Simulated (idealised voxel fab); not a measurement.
A process module follows: voxel wiring stack.
Cross-sectional view cut (width: 215 nm; square cell size: 5 nm).
We lay out every cross-section as a grid of square cells and spell it out in bands from the top down, where one band means one or more rows of cells. Band: top height; bottom height; in nm. Then, left to right: material with width in nm, for each material. "throughout": a single material spanning edge to edge. "air": empty space. It should be noted that heights are counted from 0, beneath which the wafer as supplied is of one material throughout, and that the lowest band possesses no lower boundary but continues downward, as written in "top 0, no bottom". It should be noted that a width expressed as "30->40" varies in equal increments from row to row of cells within the band, taking the value of the first number at the top row and that of the second number at the bottom row. Where a step carries "remains unaltered", the cross-section came out of it unchanged, cell for cell. The list in "Closed cavities" covers empty spaces of 8 cells or more that cannot reach the top through any open way, and it gives each as width x height at distance; the distance is from the left edge, and width, height and distance are in nm. On a step's line, text after the settings is the simulator commenting on that step. "overlay nm" denotes, for a step that has a mask, the displacement of the mask to the right of its planned place, with negative values corresponding to the left.
Planned process steps
1 RECEIVE,material Si
2 CONFORMAL_DEP,material SiO2,thk nm 15
3 DIRECTIONAL_DEP,material TiN,thk nm 5
4 DIRECTIONAL_DEP,material W,thk nm 25
5 MASKED_ETCH,tone cover,mask id METAL_1,width nm 25,pitch nm 50,etch materials W,depth nm 25,overlay nm 0
6 MASKED_ETCH,tone cover,mask id METAL_1,width nm 25,pitch nm 50,etch materials TiN,depth nm 5,overlay nm 0
7 CONFORMAL_DEP,material SiCN,thk nm 5
8 FILL_DEP,material lowk,thk nm 10
9 CMP,height nm 45
10 CONFORMAL_DEP,material SiCN,thk nm 5
11 DIRECTIONAL_DEP,material lowk,thk nm 10
12 DIRECTIONAL_DEP,material aC,thk nm 15
13 PATTERN,tone open,mask id PLUG_1,material resist,width nm 15,pitch nm 50,thk nm 35,overlay nm 0
14 DIRECTIONAL_ETCH,etch materials aC,depth nm 15
15 STRIP,etch materials resist
16 DIRECTIONAL_ETCH,etch materials lowk,depth nm 10
17 DIRECTIONAL_ETCH,etch materials SiCN,depth nm 5
18 STRIP,etch materials aC
19 CONFORMAL_DEP,material TiN,thk nm 5
20 FILL_DEP,material W,thk nm 5
21 CMP,height nm 60
22 DIRECTIONAL_DEP,material TiN,thk nm 5
23 DIRECTIONAL_DEP,material W,thk nm 15
24 MASKED_ETCH,tone cover,mask id METAL_2,width nm 25,pitch nm 50,etch materials W,depth nm 15,overlay nm 0
25 MASKED_ETCH,tone cover,mask id METAL_2,width nm 25,pitch nm 50,etch materials TiN,depth nm 5,overlay nm 0
26 CONFORMAL_DEP,material SiN,thk nm 5
27 FILL_DEP,material SiO2,thk nm 5
28 CMP,height nm 80
29 CONFORMAL_DEP,material SiCN,thk nm 5
30 DIRECTIONAL_DEP,material SiO2,thk nm 25
31 DIRECTIONAL_DEP,material aC,thk nm 15
32 PATTERN,tone open,mask id METAL_3,material resist,width nm 25,pitch nm 50,thk nm 30,overlay nm 0
33 DIRECTIONAL_ETCH,etch materials aC,depth nm 15
34 STRIP,etch materials resist
35 DIRECTIONAL_ETCH,etch materials SiO2,depth nm 15
36 STRIP,etch materials aC
37 PATTERN,tone open,mask id METAL_3_HOLES,material resist,width nm 15,thk nm 20,overlay nm 0
38 DIRECTIONAL_ETCH,etch materials SiO2,depth nm 10
39 DIRECTIONAL_ETCH,etch materials SiCN,depth nm 5
40 STRIP,etch materials resist
41 CONFORMAL_DEP,material TiN,thk nm 5
42 FILL_DEP,material Ru,thk nm 10
43 CMP,height nm 110
44 CONFORMAL_DEP,material SiN,thk nm 5
as received, after step 1
- top 0, no bottom  Si throughout
- Closed cavities: none
Result of the module, cross-sectioned: start per above, plan per above, one error in how it was run
- top 115, bottom 110  SiN throughout
- top 110, bottom 100  70 of SiO2  5 of TiN  15 of Ru  5 of TiN  25 of SiO2  5 of TiN  15 of Ru  5 of TiN  70 of SiO2
- top 100, bottom 95  70 of SiO2  5 of TiN  5 of Ru  15 of TiN  25 of SiO2  25 of TiN  70 of SiO2
- top 95, bottom 85  70 of SiO2  5 of TiN  5 of Ru  5 of TiN  130 of SiO2
- top 85, bottom 80  70 of SiCN  15 of TiN  130 of SiCN
- top 80, bottom 65  65 of SiO2  5 of SiN  25 of W  5 of SiN  15 of SiO2  5 of SiN  25 of W  5 of SiN  65 of SiO2
- top 65, bottom 60  70 of SiN  25 of TiN  25 of SiN  25 of TiN  70 of SiN
- top 60, bottom 50  70 of lowk  5 of TiN  5 of W  5 of TiN  35 of lowk  5 of TiN  5 of W  5 of TiN  80 of lowk
- top 50, bottom 45  70 of SiCN  15 of TiN  35 of SiCN  15 of TiN  80 of SiCN
- top 45, bottom 35  lowk throughout
- top 35, bottom 30  65 of lowk  35 of SiCN  15 of lowk  35 of SiCN  65 of lowk
- top 30, bottom 5  65 of lowk  5 of SiCN  25 of W  5 of SiCN  15 of lowk  5 of SiCN  25 of W  5 of SiCN  65 of lowk
- top 5, bottom 0  70 of SiCN  25 of TiN  25 of SiCN  25 of TiN  70 of SiCN
- top 0, no bottom  Si throughout
- Closed cavities: none
Deviation from plan: the plan's step 2 went unexecuted, having been skipped
